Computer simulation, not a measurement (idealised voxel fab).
Proc. module: voxel double patterning
Displayed cross-section: cut, width of 215 nm, square cells sized 5 nm.
Cross-section spec: square-cell grid; bands listed top down; each band is one or more rows. Top, bottom (nm), then materials left to right with widths (nm); lone material tagged "edge to edge" fills the whole band edge to edge; "blank" = empty space. Heads up on the height convention: 0 is the point under which the incoming wafer is all one material, and the lowest band has no bottom, it just keeps going down, like "from 0 down". So if you see something like "30..40" for the width, read it as the top row of the band sitting at the first number and the bottom row at the second, with every row in between moving by the same amount as the last. Where a step carries "all unchanged", the cross-section came out of it unchanged, cell for cell. So "Listed closed voids" is basically the list of trapped voids: any empty space of 8 cells or more that can't reach the top through an opening. They're written width x height at distance, the distance being from the left edge, and it's all nm. Note: text after step settings on the step line = simulator remark on that step. Steps that use a mask can have "overlay nm" on their line. It says how far the mask sat to the right of where it was meant to be. Negative means to the left.

The steps planned for the process are as follows:
step 1: op RECEIVE | material Si
step 2: op CONFORMAL_DEP | material SiO2 | thk nm 10
step 3: op DIRECTIONAL_DEP | material polySi | thk nm 10
step 4: op DIRECTIONAL_DEP | material SiCN | thk nm 10
step 5: op PATTERN | tone open | mask id FIRST | material resist | width nm 15 | pitch nm 50 | thk nm 15 | overlay nm 0
step 6: op DIRECTIONAL_ETCH | etch materials SiCN | depth nm 10
step 7: op STRIP | etch materials resist
step 8: op DIRECTIONAL_DEP | material aC | thk nm 10
step 9: op PATTERN | tone open | mask id SECOND | material resist | width nm 15 | pitch nm 50 | thk nm 30 | overlay nm 0
step 10: op DIRECTIONAL_ETCH | etch materials aC | depth nm 10
step 11: op STRIP | etch materials resist
step 12: op DIRECTIONAL_ETCH | etch materials SiCN | depth nm 10
step 13: op STRIP | etch materials aC
step 14: op DIRECTIONAL_ETCH | etch materials polySi | depth nm 10
step 15: op STRIP | etch materials SiCN

Run as planned: first of two wafers:

Incoming wafer in cross-section (state: after step 1):
	from 0 down = Si edge to edge
	Listed closed voids: none

Step 2 complete: cross-section through the wafer:
	from 10 to 0 = SiO2 edge to edge
	For the remainder of the cross-section, below 0, there is no change.

Step 3 complete: cross-section through the wafer:
	from 20 to 10 = polySi edge to edge
	For the remainder of the cross-section, below 10, there is no change.

Step 4 complete: cross-section through the wafer:
	from 30 to 20 = SiCN edge to edge
	For the remainder of the cross-section, below 20, there is no change.

Step 5 complete: cross-section through the wafer:
	from 45 to 30 = resist: 50, blank: 15, resist: 35, blank: 15, resist: 35, blank: 15, resist: 50
	For the remainder of the cross-section, below 30, there is no change.

Step 6 complete: cross-section through the wafer:
	from 45 to 30 = resist: 50, blank: 15, resist: 35, blank: 15, resist: 35, blank: 15, resist: 50
	from 30 to 20 = SiCN: 50, blank: 15, SiCN: 35, blank: 15, SiCN: 35, blank: 15, SiCN: 50
	For the remainder of the cross-section, below 20, there is no change.

Step 7 complete: cross-section through the wafer:
	from 30 to 20 = SiCN: 50, blank: 15, SiCN: 35, blank: 15, SiCN: 35, blank: 15, SiCN: 50
	For the remainder of the cross-section, below 20, there is no change.

Step 8 complete: cross-section through the wafer:
	from 40 to 30 = aC: 50, blank: 15, aC: 35, blank: 15, aC: 35, blank: 15, aC: 50
	from 30 to 20 = SiCN: 50, aC: 15, SiCN: 35, aC: 15, SiCN: 35, aC: 15, SiCN: 50
	For the remainder of the cross-section, below 20, there is no change.

Step 9 complete: cross-section through the wafer:
	from 70 to 40 = resist: 75, blank: 15, resist: 35, blank: 15, resist: 75
	from 40 to 30 = aC: 50, resist: 15, aC: 35, resist: 15, aC: 35, resist: 15, aC: 50
	For the remainder of the cross-section, below 30, there is no change.

Step 10 complete: cross-section through the wafer:
	from 60 to 40 = resist: 75, blank: 15, resist: 35, blank: 15, resist: 75
	from 40 to 30 = aC: 50, resist: 15, aC: 10, blank: 15, aC: 10, resist: 15, aC: 10, blank: 15, aC: 10, resist: 15, aC: 50
	For the remainder of the cross-section, below 30, there is no change.

Step 11 complete: cross-section through the wafer:
	from 40 to 30 = aC: 50, blank: 15, aC: 10, blank: 15, aC: 10, blank: 15, aC: 10, blank: 15, aC: 10, blank: 15, aC: 50
	For the remainder of the cross-section, below 30, there is no change.

Step 12 complete: cross-section through the wafer:
	from 40 to 30 = aC: 50, blank: 15, aC: 10, blank: 15, aC: 10, blank: 15, aC: 10, blank: 15, aC: 10, blank: 15, aC: 50
	from 30 to 20 = SiCN: 50, aC: 15, SiCN: 10, blank: 15, SiCN: 10, aC: 15, SiCN: 10, blank: 15, SiCN: 10, aC: 15, SiCN: 50
	For the remainder of the cross-section, below 20, there is no change.

Step 13 complete: cross-section through the wafer:
	from 30 to 20 = SiCN: 50, blank: 15, SiCN: 10, blank: 15, SiCN: 10, blank: 15, SiCN: 10, blank: 15, SiCN: 10, blank: 15, SiCN: 50
	For the remainder of the cross-section, below 20, there is no change.

Step 14 complete: cross-section through the wafer:
	from 30 to 20 = SiCN: 50, blank: 15, SiCN: 10, blank: 15, SiCN: 10, blank: 15, SiCN: 10, blank: 15, SiCN: 10, blank: 15, SiCN: 50
	from 20 to 10 = polySi: 50, blank: 15, polySi: 10, blank: 15, polySi: 10, blank: 15, polySi: 10, blank: 15, polySi: 10, blank: 15, polySi: 50
	For the remainder of the cross-section, below 10, there is no change.

Step 15 complete: cross-section through the wafer:
	from 20 to 10 = polySi: 50, blank: 15, polySi: 10, blank: 15, polySi: 10, blank: 15, polySi: 10, blank: 15, polySi: 10, blank: 15, polySi: 50
	For the remainder of the cross-section, below 10, there is no change.

What follows concerns the second wafer, which started out like the first and was meant to follow the very same plan; one mistake crept in when it was run, but everything up to and including step 8 is the same as for the first wafer:

The second wafer cut through, at the time step 9 was supposed to be finished:
	from 70 to 40 = resist: 80, blank: 15, resist: 35, blank: 15, resist: 70
	from 40 to 30 = aC: 50, resist: 15, aC: 35, resist: 15, aC: 35, resist: 15, aC: 50
	For the remainder of the cross-section, below 30, there is no change.

The second wafer cut through, at the time step 10 was supposed to be finished:
	from 60 to 40 = resist: 80, blank: 15, resist: 35, blank: 15, resist: 70
	from 40 to 30 = aC: 50, resist: 15, aC: 15, blank: 15, aC: 5, resist: 15, aC: 15, blank: 15, aC: 5, resist: 15, aC: 50
	For the remainder of the cross-section, below 30, there is no change.

The second wafer cut through, at the time step 11 was supposed to be finished:
	from 40 to 30 = aC: 50, blank: 15, aC: 15, blank: 15, aC: 5, blank: 15, aC: 15, blank: 15, aC: 5, blank: 15, aC: 50
	For the remainder of the cross-section, below 30, there is no change.

The second wafer cut through, at the time step 12 was supposed to be finished:
	from 40 to 30 = aC: 50, blank: 15, aC: 15, blank: 15, aC: 5, blank: 15, aC: 15, blank: 15, aC: 5, blank: 15, aC: 50
	from 30 to 20 = SiCN: 50, aC: 15, SiCN: 15, blank: 15, SiCN: 5, aC: 15, SiCN: 15, blank: 15, SiCN: 5, aC: 15, SiCN: 50
	For the remainder of the cross-section, below 20, there is no change.

The second wafer cut through, at the time step 13 was supposed to be finished:
	from 30 to 20 = SiCN: 50, blank: 15, SiCN: 15, blank: 15, SiCN: 5, blank: 15, SiCN: 15, blank: 15, SiCN: 5, blank: 15, SiCN: 50
	For the remainder of the cross-section, below 20, there is no change.

The second wafer cut through, at the time step 14 was supposed to be finished:
	from 30 to 20 = SiCN: 50, blank: 15, SiCN: 15, blank: 15, SiCN: 5, blank: 15, SiCN: 15, blank: 15, SiCN: 5, blank: 15, SiCN: 50
	from 20 to 10 = polySi: 50, blank: 15, polySi: 15, blank: 15, polySi: 5, blank: 15, polySi: 15, blank: 15, polySi: 5, blank: 15, polySi: 50
	For the remainder of the cross-section, below 10, there is no change.

The second wafer cut through, at the time step 15 was supposed to be finished:
	from 20 to 10 = polySi: 50, blank: 15, polySi: 15, blank: 15, polySi: 5, blank: 15, polySi: 15, blank: 15, polySi: 5, blank: 15, polySi: 50
	For the remainder of the cross-section, below 10, there is no change.
So what did we get wrong on this run? step 9 ran differently from the plan; actual operation with settings: op PATTERN | tone open | mask id SECOND | material resist | width nm 15 | pitch nm 50 | thk nm 30 | overlay nm 5
Tallied in cells, the final second wafer holds each material in the same quantity as the first, although not at the same places.
